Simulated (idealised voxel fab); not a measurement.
Process module, titled voxel self aligned contacts
It is cross-section cut that appears here, measuring 180 nm in width, its square cells being 5 nm in size.
This document writes a cross-section as a grid whose cells are square, and gives it as bands, listed from the top down; one or more rows of cells form a band. Top height, bottom height, nm. Materials left to right, width each, nm. Single material + "throughout" = fills band edge to edge. "empty" = empty. Note: height 0 marks the level under which the wafer is uniformly one material as received. Lowest band unbounded below, written "0..down". Read "30..40" as a graded width: first number on top, second number at the bottom, same change between each pair of neighbouring rows. Basically "left unchanged" means that step didn't change any cell in the cross-section. "Entrapped void list" lists enclosed empty spaces (at least 8 cells, no open path upward to the top), each as width x height at distance from the left edge, in nm. If you see something after the settings on a step's line, that's the simulator's own remark about that step. The line of a step may include "overlay nm". On a step with a mask, this value is how far to the right of its planned place the mask lay. A negative value means the mask lay to the left.

Listed below are the process steps as planned
1 RECEIVE | material Si
2 CONFORMAL_DEP | material SiO2 | thk nm 5
3 DIRECTIONAL_DEP | material polySi | thk nm 30
4 DIRECTIONAL_DEP | material SiN | thk nm 25
5 PATTERN | tone cover | mask id GATE | material resist | width nm 25 | pitch nm 65 | thk nm 15 | overlay nm 0
6 DIRECTIONAL_ETCH | etch materials SiN | depth nm 25
7 DIRECTIONAL_ETCH | etch materials polySi | depth nm 30
8 STRIP | etch materials resist
9 CONFORMAL_DEP | material SiN | thk nm 10
10 DIRECTIONAL_ETCH | etch materials SiN | depth nm 10
11 FILL_DEP | material SiO2 | thk nm 10
12 CMP | height nm 65
13 PATTERN | tone open | mask id CONTACT | material resist | width nm 50 | thk nm 15 | overlay nm 0
14 DIRECTIONAL_ETCH | etch materials SiO2 | depth nm 65
15 STRIP | etch materials resist
16 CONFORMAL_DEP | material TiN | thk nm 5
17 FILL_DEP | material W | thk nm 10
18 CMP | height nm 65
19 CONFORMAL_DEP | material SiN | thk nm 5

Here's what the wafer looked like in cross-section when it arrived - that's after step 1
- 0..down | Si throughout
- Entrapped void list: none

Wafer cross-section at module end: first of two, run to plan
- 70..65 | SiN throughout
- 65..60 | SiO2 65; TiN 20; W 10; TiN 20; SiO2 65
- 60..35 | SiO2 35; SiN 45; TiN 5; W 10; TiN 5; SiN 45; SiO2 35
- 35..5 | SiO2 35; SiN 10; polySi 25; SiN 10; TiN 5; W 10; TiN 5; SiN 10; polySi 25; SiN 10; SiO2 35
- 5..0 | SiO2 80; TiN 20; SiO2 80
- 0..down | Si throughout
- Entrapped void list: none

Same start, same plan as the first wafer - but one mistake in the run. Cross-section of the second of the two at the end of the module
- 70..65 | SiN throughout
- 65..60 | SiO2 65; TiN 20; W 10; TiN 20; SiO2 65
- 60..35 | SiO2 35; SiN 45; TiN 5; W 10; TiN 5; SiN 45; SiO2 35
- 35..20 | SiO2 35; SiN 10; polySi 25; SiN 10; TiN 5; W 10; TiN 5; SiN 10; polySi 25; SiN 10; SiO2 35
- 20..15 | SiO2 35; SiN 10; polySi 25; SiN 10; TiN 20; SiN 10; polySi 25; SiN 10; SiO2 35
- 15..5 | SiN 45; polySi 25; SiN 40; polySi 25; SiN 45
- 5..0 | SiO2 throughout
- 0..down | Si throughout
- Entrapped void list: none
Plan not followed: note: step 9 <-> step 10, run order reversed vs plan
At the finish, the second wafer shows more or fewer cells for some materials than the first does: +36 SiN, -24 SiO2, -6 TiN, -6 W
